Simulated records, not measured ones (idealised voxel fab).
The following process module bears the name voxel wiring stack.
FYI the section here is cut, 245 nm wide, cells are 5 nm squares.
Each cross-section below is a grid of square cells, stated as bands in top-down order, with one or more rows of cells making up each band.
Per band: top height and bottom height in nm, followed by the left-to-right materials and their widths in nm; "edge to edge" marks a single material spanning edge to edge, "air" marks empty space.
The level at which height equals 0 is the one under which the wafer, as it arrives, is entirely one material. No lower edge exists for the bottom band, which continues downward and is notated as in "top 0, no bottom".
It should be noted that a width expressed as "30..40" varies in equal increments from row to row of cells within the band, taking the value of the first number at the top row and that of the second number at the bottom row.
Key: "stayed the same" - step with no changed cell in the cross-section.
Any empty space of 8 cells or more lacking an open way to the top shows up in "Enclosed voids" as width x height at distance, distance from the left edge, in nm.
Note: text after step settings on the step line = simulator remark on that step.
overlay nm: mask offset rightward from planned place, masked step; negative means leftward offset.
So the way this works: pairs, before and after one process step. The after picture only goes down to the lowest band that actually changed, nothing below. Step and its settings are under each pair. And watch out, pairs might come from different runs of this module, same starting wafer though, so a pair only follows on from the one above if its "Prior state" entry tells you so.
Prior state
- top 70, bottom 60 | aC edge to edge
- top 60, bottom 35 | lowk edge to edge
- top 35, bottom 30 | SiCN edge to edge
- top 30, bottom 15 | 30 of aC  5 of SiN  20 of Ru  5 of SiN  20 of aC  5 of SiN  20 of Ru  5 of SiN  20 of aC  5 of SiN  20 of Ru  5 of SiN  20 of aC  5 of SiN  20 of Ru  5 of SiN  35 of aC
- top 15, bottom 10 | 35 of SiN  20 of TiN  30 of SiN  20 of TiN  30 of SiN  20 of TiN  30 of SiN  20 of TiN  40 of SiN
- top 10, bottom 0 | SiO2 edge to edge
- top 0, no bottom | Si edge to edge
- Enclosed voids: none
As Processed
- top 100, bottom 70 | 35 of resist  15 of air  85 of resist  15 of air  95 of resist
- below 70: unchanged
- Enclosed voids: none
The two cross-sections above bracket this step: PATTERN (tone open; mask id METAL_2_HOLES; material resist; width nm 15; pitch nm 100; thk nm 30; overlay nm 0)
Prior state: it's just the after picture from the pair right above this one.
As Processed
- top 90, bottom 70 | 35 of resist  15 of air  85 of resist  15 of air  95 of resist
- top 70, bottom 60 | 35 of aC  15 of air  85 of aC  15 of air  95 of aC
- below 60: unchanged
- Enclosed voids: none
The two cross-sections above bracket this step: DIRECTIONAL_ETCH (etch materials aC; depth nm 10)
Prior state: it's just the after picture from the pair right above this one.
As Processed
- top 70, bottom 60 | 35 of aC  15 of air  85 of aC  15 of air  95 of aC
- below 60: unchanged
- Enclosed voids: none
The two cross-sections above bracket this step: STRIP (etch materials resist)
Prior state: it's just the after picture from the pair right above this one.
As Processed
- top 70, bottom 60 | 35 of aC  15 of air  85 of aC  15 of air  95 of aC
- top 60, bottom 35 | 35 of lowk  15 of air  85 of lowk  15 of air  95 of lowk
- below 35: unchanged
- Enclosed voids: none
The two cross-sections above bracket this step: DIRECTIONAL_ETCH (etch materials lowk; depth nm 25)
Prior state: it's just the after picture from the pair right above this one.
As Processed
- top 60, bottom 35 | 35 of lowk  15 of air  85 of lowk  15 of air  95 of lowk
- below 35: unchanged
- Enclosed voids: none
The two cross-sections above bracket this step: STRIP (etch materials aC)
Prior state: it's just the after picture from the pair right above this one.
As Processed
- top 75, bottom 60 | 35 of resist  20 of air  30 of resist  20 of air  30 of resist  20 of air  30 of resist  20 of air  40 of resist
- below 60: unchanged
- Enclosed voids: none
The two cross-sections above bracket this step: PATTERN (tone open; mask id METAL_2; material resist; width nm 20; pitch nm 50; thk nm 15; overlay nm 0)
Prior state: it's just the after picture from the pair right above this one.
As Processed
- top 75, bottom 60 | 35 of resist  20 of air  30 of resist  20 of air  30 of resist  20 of air  30 of resist  20 of air  40 of resist
- top 60, bottom 45 | 35 of lowk  20 of air  30 of lowk  20 of air  30 of lowk  20 of air  30 of lowk  20 of air  40 of lowk
- below 45: unchanged
- Enclosed voids: none
The two cross-sections above bracket this step: DIRECTIONAL_ETCH (etch materials lowk; depth nm 15)
Prior state: it's just the after picture from the pair right above this one.
As Processed
- top 75, bottom 60 | 35 of resist  20 of air  30 of resist  20 of air  30 of resist  20 of air  30 of resist  20 of air  40 of resist
- top 60, bottom 45 | 35 of lowk  20 of air  30 of lowk  20 of air  30 of lowk  20 of air  30 of lowk  20 of air  40 of lowk
- top 45, bottom 35 | 35 of lowk  15 of air  85 of lowk  15 of air  95 of lowk
- top 35, bottom 30 | 35 of SiCN  15 of air  85 of SiCN  15 of air  95 of SiCN
- below 30: unchanged
- Enclosed voids: none
The two cross-sections above bracket this step: DIRECTIONAL_ETCH (etch materials SiCN; depth nm 5)
Prior state: it's just the after picture from the pair right above this one.
As Processed
- top 60, bottom 45 | 35 of lowk  20 of air  30 of lowk  20 of air  30 of lowk  20 of air  30 of lowk  20 of air  40 of lowk
- below 45: unchanged
- Enclosed voids: none
The two cross-sections above bracket this step: STRIP (etch materials resist)
Prior state: it's just the after picture from the pair right above this one.
As Processed
- top 65, bottom 60 | 40 of TiN  10 of air  40 of TiN  10 of air  40 of TiN  10 of air  40 of TiN  10 of air  45 of TiN
- top 60, bottom 50 | 35 of lowk  5 of TiN  10 of air  5 of TiN  30 of lowk  5 of TiN  10 of air  5 of TiN  30 of lowk  5 of TiN  10 of air  5 of TiN  30 of lowk  5 of TiN  10 of air  5 of TiN  40 of lowk
- top 50, bottom 45 | 35 of lowk  5 of TiN  5 of air  10 of TiN  30 of lowk  20 of TiN  30 of lowk  5 of TiN  5 of air  10 of TiN  30 of lowk  20 of TiN  40 of lowk
- top 45, bottom 35 | 35 of lowk  5 of TiN  5 of air  5 of TiN  85 of lowk  5 of TiN  5 of air  5 of TiN  95 of lowk
- top 35, bottom 30 | 35 of SiCN  15 of TiN  85 of SiCN  15 of TiN  95 of SiCN
- below 30: unchanged
- Enclosed voids: none
The two cross-sections above bracket this step: CONFORMAL_DEP (material TiN; thk nm 5)
Prior state: it's just the after picture from the pair right above this one.
As Processed
- top 75, bottom 65 | Cu edge to edge
- top 65, bottom 60 | 40 of TiN  10 of Cu  40 of TiN  10 of Cu  40 of TiN  10 of Cu  40 of TiN  10 of Cu  45 of TiN
- top 60, bottom 50 | 35 of lowk  5 of TiN  10 of Cu  5 of TiN  30 of lowk  5 of TiN  10 of Cu  5 of TiN  30 of lowk  5 of TiN  10 of Cu  5 of TiN  30 of lowk  5 of TiN  10 of Cu  5 of TiN  40 of lowk
- top 50, bottom 45 | 35 of lowk  5 of TiN  5 of Cu  10 of TiN  30 of lowk  20 of TiN  30 of lowk  5 of TiN  5 of Cu  10 of TiN  30 of lowk  20 of TiN  40 of lowk
- top 45, bottom 35 | 35 of lowk  5 of TiN  5 of Cu  5 of TiN  85 of lowk  5 of TiN  5 of Cu  5 of TiN  95 of lowk
- below 35: unchanged
- Enclosed voids: none
The two cross-sections above bracket this step: FILL_DEP (material Cu; thk nm 10)
Prior state: it's just the after picture from the pair right above this one.
As Processed
- top 60, bottom 50 | 35 of lowk  5 of TiN  10 of Cu  5 of TiN  30 of lowk  5 of TiN  10 of Cu  5 of TiN  30 of lowk  5 of TiN  10 of Cu  5 of TiN  30 of lowk  5 of TiN  10 of Cu  5 of TiN  40 of lowk
- below 50: unchanged
- Enclosed voids: none
The two cross-sections above bracket this step: CMP (height nm 60)
Prior state: it's just the after picture from the pair right above this one.
As Processed
- top 65, bottom 60 | SiCN edge to edge
- below 60: unchanged
- Enclosed voids: none
The two cross-sections above bracket this step: CONFORMAL_DEP (material SiCN; thk nm 5)
Prior state
- top 60, bottom 35 | 35 of lowk  15 of air  85 of lowk  15 of air  95 of lowk
- top 35, bottom 30 | SiCN edge to edge
- top 30, bottom 15 | 30 of SiO2  5 of SiN  20 of Ru  5 of SiN  20 of SiO2  5 of SiN  20 of Ru  5 of SiN  20 of SiO2  5 of SiN  20 of Ru  5 of SiN  20 of SiO2  5 of SiN  20 of Ru  5 of SiN  35 of SiO2
- top 15, bottom 10 | 35 of SiN  20 of TiN  30 of SiN  20 of TiN  30 of SiN  20 of TiN  30 of SiN  20 of TiN  40 of SiN
- top 10, bottom 0 | SiO2 edge to edge
- top 0, no bottom | Si edge to edge
- Enclosed voids: none
As Processed
- top 75, bottom 60 | 35 of air  20 of resist  30 of air  20 of resist  30 of air  20 of resist  30 of air  20 of resist  40 of air
- top 60, bottom 35 | 35 of lowk  15 of resist  85 of lowk  15 of resist  95 of lowk
- below 35: unchanged
- Enclosed voids: none
The two cross-sections above bracket this step: PATTERN (tone cover; mask id METAL_2; material resist; width nm 20; pitch nm 50; thk nm 15; overlay nm 0)
Prior state: it's just the after picture from the pair right above this one.
As Processed
- top 75, bottom 60 | 35 of air  20 of resist  30 of air  20 of resist  30 of air  20 of resist  30 of air  20 of resist  40 of air
- top 60, bottom 45 | 35 of air  15 of resist  5 of lowk  30 of air  20 of lowk  30 of air  15 of resist  5 of lowk  30 of air  20 of lowk  40 of air
- below 45: unchanged
- Enclosed voids: none
The two cross-sections above bracket this step: DIRECTIONAL_ETCH (etch materials lowk; depth nm 15)
Prior state: it's just the after picture from the pair right above this one.
As Processed
- top 60, bottom 45 | 50 of air  5 of lowk  30 of air  20 of lowk  45 of air  5 of lowk  30 of air  20 of lowk  40 of air
- top 45, bottom 35 | 35 of lowk  15 of air  85 of lowk  15 of air  95 of lowk
- below 35: unchanged
- Enclosed voids: none
The two cross-sections above bracket this step: STRIP (etch materials resist)
Prior state: it's just the after picture from the pair right above this one.
As Processed
- top 65, bottom 60 | 45 of air  15 of TiN  20 of air  30 of TiN  35 of air  15 of TiN  20 of air  30 of TiN  35 of air
- top 60, bottom 50 | 45 of air  5 of TiN  5 of lowk  5 of TiN  20 of air  5 of TiN  20 of lowk  5 of TiN  35 of air  5 of TiN  5 of lowk  5 of TiN  20 of air  5 of TiN  20 of lowk  5 of TiN  35 of air
- top 50, bottom 45 | 40 of TiN  5 of air  5 of TiN  5 of lowk  30 of TiN  20 of lowk  35 of TiN  5 of air  5 of TiN  5 of lowk  30 of TiN  20 of lowk  40 of TiN
- top 45, bottom 40 | 35 of lowk  5 of TiN  5 of air  5 of TiN  85 of lowk  5 of TiN  5 of air  5 of TiN  95 of lowk
- top 40, bottom 35 | 35 of lowk  15 of TiN  85 of lowk  15 of TiN  95 of lowk
- below 35: unchanged
- Enclosed voids: none
The two cross-sections above bracket this step: CONFORMAL_DEP (material TiN; thk nm 5)
Prior state: it's just the after picture from the pair right above this one.
As Processed
- top 75, bottom 65 | Cu edge to edge
- top 65, bottom 60 | 45 of Cu  15 of TiN  20 of Cu  30 of TiN  35 of Cu  15 of TiN  20 of Cu  30 of TiN  35 of Cu
- top 60, bottom 50 | 45 of Cu  5 of TiN  5 of lowk  5 of TiN  20 of Cu  5 of TiN  20 of lowk  5 of TiN  35 of Cu  5 of TiN  5 of lowk  5 of TiN  20 of Cu  5 of TiN  20 of lowk  5 of TiN  35 of Cu
- top 50, bottom 45 | 40 of TiN  5 of Cu  5 of TiN  5 of lowk  30 of TiN  20 of lowk  35 of TiN  5 of Cu  5 of TiN  5 of lowk  30 of TiN  20 of lowk  40 of TiN
- top 45, bottom 40 | 35 of lowk  5 of TiN  5 of Cu  5 of TiN  85 of lowk  5 of TiN  5 of Cu  5 of TiN  95 of lowk
- below 40: unchanged
- Enclosed voids: none
The two cross-sections above bracket this step: FILL_DEP (material Cu; thk nm 10)
Prior state: it's just the after picture from the pair right above this one.
As Processed
- top 60, bottom 50 | 45 of Cu  5 of TiN  5 of lowk  5 of TiN  20 of Cu  5 of TiN  20 of lowk  5 of TiN  35 of Cu  5 of TiN  5 of lowk  5 of TiN  20 of Cu  5 of TiN  20 of lowk  5 of TiN  35 of Cu
- below 50: unchanged
- Enclosed voids: none
The two cross-sections above bracket this step: CMP (height nm 60)
Prior state: it's just the after picture from the pair right above this one.
As Processed
- top 65, bottom 60 | SiCN edge to edge
- below 60: unchanged
- Enclosed voids: none
The two cross-sections above bracket this step: CONFORMAL_DEP (material SiCN; thk nm 5)
